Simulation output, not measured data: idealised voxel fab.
Process module under the name voxel gate over fins
We display cut, a cross-section 225 nm in width whose square cells are each 5 nm.
In this document a cross-section is written as a grid of square cells. It is given as a series of bands, listed from the top down, and a band is one or more rows of cells.
Read a band's entry like this: the first values are the height of its top and the height of its bottom in nm, and what follows is the sequence of materials from left to right, each with its width in nm. Note that "air" is empty space, and that a single material marked "throughout" reaches across the band from edge to edge.
Measure heights from 0. That's the level where, below it, the as-received wafer is all one material. The lowest band is bottomless and extends downward; write it as in "0..down".
A width such as "30->40" changes by the same amount from each row of cells to the next, from the band's top row to its bottom row.
Step note "nothing different" = no cross-section cell changed.
Under "Enclosed void list" you'll find the enclosed gaps, the ones with no way out to the top, that are 8 cells or bigger; each reads width x height at distance, with distance counted from the left edge, everything in nm.
If you see something after the settings on a step's line, that's the simulator's own remark about that step.
The line of a step may include "overlay nm". On a step with a mask, this value is how far to the right of its planned place the mask lay. A negative value means the mask lay to the left.
-- Planned step list for the process
- 1: RECEIVE (material Si)
- 2: CONFORMAL_DEP (material SiN; thk nm 5)
- 3: PATTERN (tone cover; mask id FINS; material resist; width nm 15; pitch nm 35; thk nm 15; overlay nm 0)
- 4: DIRECTIONAL_ETCH (etch materials SiN; depth nm 5)
- 5: DIRECTIONAL_ETCH (etch materials Si; depth nm 40)
- 6: STRIP (etch materials resist)
- 7: OXIDIZE (depth nm 5)
- 8: FILL_DEP (material SiO2; thk nm 15)
- 9: CMP (height nm 5)
- 10: SELECTIVE_ETCH (etch materials SiO2; depth nm 20)
- 11: STRIP (etch materials SiN)
- 12: CONFORMAL_DEP (material HfO2; thk nm 5)
- 13: CONFORMAL_DEP (material TiN; thk nm 5)
- 14: FILL_DEP (material W; thk nm 15)
- 15: CMP (height nm 20)
- 16: CONFORMAL_DEP (material SiCN; thk nm 5)
-- Step 1 complete: cross-section of the wafer as received
- 0..down = Si throughout
- Enclosed void list: none
-- Cross-section: first of two wafers, module finished, run according to plan
- 25..20 = SiCN throughout
- 20..10 = W throughout
- 10..5 = W: 65, TiN: 25, W: 10, TiN: 25, W: 10, TiN: 25, W: 65
- 5..0 = W: 65, TiN: 5, HfO2: 15, TiN: 5, W: 10, TiN: 5, HfO2: 15, TiN: 5, W: 10, TiN: 5, HfO2: 15, TiN: 5, W: 65
- 0..-5 = W: 65, TiN: 5, HfO2: 5, Si: 5, HfO2: 5, TiN: 5, W: 10, TiN: 5, HfO2: 5, Si: 5, HfO2: 5, TiN: 5, W: 10, TiN: 5, HfO2: 5, Si: 5, HfO2: 5, TiN: 5, W: 65
- -5..-10 = TiN: 70, HfO2: 5, Si: 5, HfO2: 5, TiN: 20, HfO2: 5, Si: 5, HfO2: 5, TiN: 20, HfO2: 5, Si: 5, HfO2: 5, TiN: 70
- -10..-15 = HfO2: 75, Si: 5, HfO2: 30, Si: 5, HfO2: 30, Si: 5, HfO2: 75
- -15..-45 = SiO2: 75, Si: 5, SiO2: 30, Si: 5, SiO2: 30, Si: 5, SiO2: 75
- -45..down = Si throughout
- Enclosed void list: none
-- Same start, same plan as the first wafer - but one mistake in the run. Cross-section of the second of the two at the end of the module
- 25..20 = SiCN throughout
- 20..10 = W throughout
- 10..5 = W: 65, TiN: 25, W: 10, TiN: 25, W: 10, TiN: 25, W: 65
- 5..0 = W: 65, TiN: 5, HfO2: 15, TiN: 5, W: 10, TiN: 5, HfO2: 15, TiN: 5, W: 10, TiN: 5, HfO2: 15, TiN: 5, W: 65
- 0..-5 = W: 65, TiN: 5, HfO2: 5, Si: 5, HfO2: 5, TiN: 5, W: 10, TiN: 5, HfO2: 5, Si: 5, HfO2: 5, TiN: 5, W: 10, TiN: 5, HfO2: 5, Si: 5, HfO2: 5, TiN: 5, W: 65
- -5..-10 = TiN: 70, HfO2: 5, Si: 5, HfO2: 5, TiN: 20, HfO2: 5, Si: 5, HfO2: 5, TiN: 20, HfO2: 5, Si: 5, HfO2: 5, TiN: 70
- -10..-15 = HfO2: 75, Si: 5, HfO2: 30, Si: 5, HfO2: 30, Si: 5, HfO2: 75
- -15..-55 = SiO2: 75, Si: 5, SiO2: 30, Si: 5, SiO2: 30, Si: 5, SiO2: 75
- -55..down = Si throughout
- Enclosed void list: none
Here's what went sideways: step 5 was not run as planned; what actually ran was DIRECTIONAL_ETCH (etch materials Si; depth nm 50)
End of process, cell counts, second wafer against first, materials with more or fewer: -84 Si; +84 SiO2
